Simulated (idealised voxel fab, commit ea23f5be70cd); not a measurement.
Process module heading - voxel self aligned contacts
Cross-section cut: width 295 nm, square cells of 5 nm.
Notation: cross-section as square-cell grid; stated in bands, top first, going down; one or more cell rows per band. Top, bottom (nm), then materials left to right with widths (nm); lone material tagged "edge to edge" fills the whole band edge to edge; "blank" = empty space. The level at which height equals 0 is the one under which the wafer, as it arrives, is entirely one material. No lower edge exists for the bottom band, which continues downward and is notated as in "0..down". Read "30 to 40" as a graded width: first number on top, second number at the bottom, same change between each pair of neighbouring rows. Where a step carries "no change", the cross-section came out of it unchanged, cell for cell. The entry titled "Sealed voids" provides the empty spaces that have no open way to the top, restricted to those of 8 cells or more. Each is presented as width x height at distance, the distance being measured from the left edge, with all three in nm. That trailing text on a step's line, after the settings, is the simulator's own remark on the step. Among the settings permitted on a step's line is "overlay nm"; applied to a step with a mask, it specifies the extent to which the mask lay to the right of its planned position, whereas a negative figure signifies a position to the left.

PLAN
1) op RECEIVE | material Si
2) op OXIDIZE | depth nm 5
3) op DIRECTIONAL_DEP | material polySi | thk nm 30
4) op DIRECTIONAL_DEP | material SiN | thk nm 20
5) op PATTERN | tone cover | mask id GATE | material resist | width nm 30 | pitch nm 65 | thk nm 15 | overlay nm 0
6) op DIRECTIONAL_ETCH | etch materials SiN | depth nm 20
7) op DIRECTIONAL_ETCH | etch materials polySi | depth nm 30
8) op STRIP | etch materials resist
9) op CONFORMAL_DEP | material SiN | thk nm 5
10) op DIRECTIONAL_ETCH | etch materials SiN | depth nm 5
11) op FILL_DEP | material SiO2 | thk nm 15
12) op CMP | height nm 60
13) op PATTERN | tone open | mask id CONTACT | material resist | width nm 45 | thk nm 20 | overlay nm 0
14) op DIRECTIONAL_ETCH | etch materials SiO2 | depth nm 65
15) op STRIP | etch materials resist
16) op CONFORMAL_DEP | material TiN | thk nm 5
17) op FILL_DEP | material Ru | thk nm 10
18) op CMP | height nm 60
19) op CONFORMAL_DEP | material SiCN | thk nm 5

STEP 1 COMPLETE: CROSS-SECTION OF THE WAFER AS RECEIVED
    0..down: Si edge to edge
    Sealed voids: none

LOOK AT THE CROSS-SECTION AFTER THE MODULE: THE WAFER STARTED OUT THE WAY SHOWN ABOVE AND THE PLAN WAS THE ONE SHOWN ABOVE, YET ONE MISTAKE WAS MADE ALONG THE WAY
    65..60: SiCN edge to edge
    60..50: Ru (120 to 90) | TiN (5 to 35) | SiO2 (45) | TiN (5 to 35) | Ru (120 to 90)
    50..30: Ru (90) | TiN (5) | SiN (40) | SiO2 (25) | SiN (40) | TiN (5) | Ru (90)
    30..0: Ru (90) | TiN (5) | SiN (5) | polySi (30) | SiN (5) | SiO2 (25) | SiN (5) | polySi (30) | SiN (5) | TiN (5) | Ru (90)
    0..-5: TiN (95) | SiO2 (105) | TiN (95)
    -5..down: Si edge to edge
    Sealed voids: none
Run error: step 13 ran differently from the plan; actual operation with settings: op PATTERN | tone cover | mask id CONTACT | material resist | width nm 45 | thk nm 20 | overlay nm 0
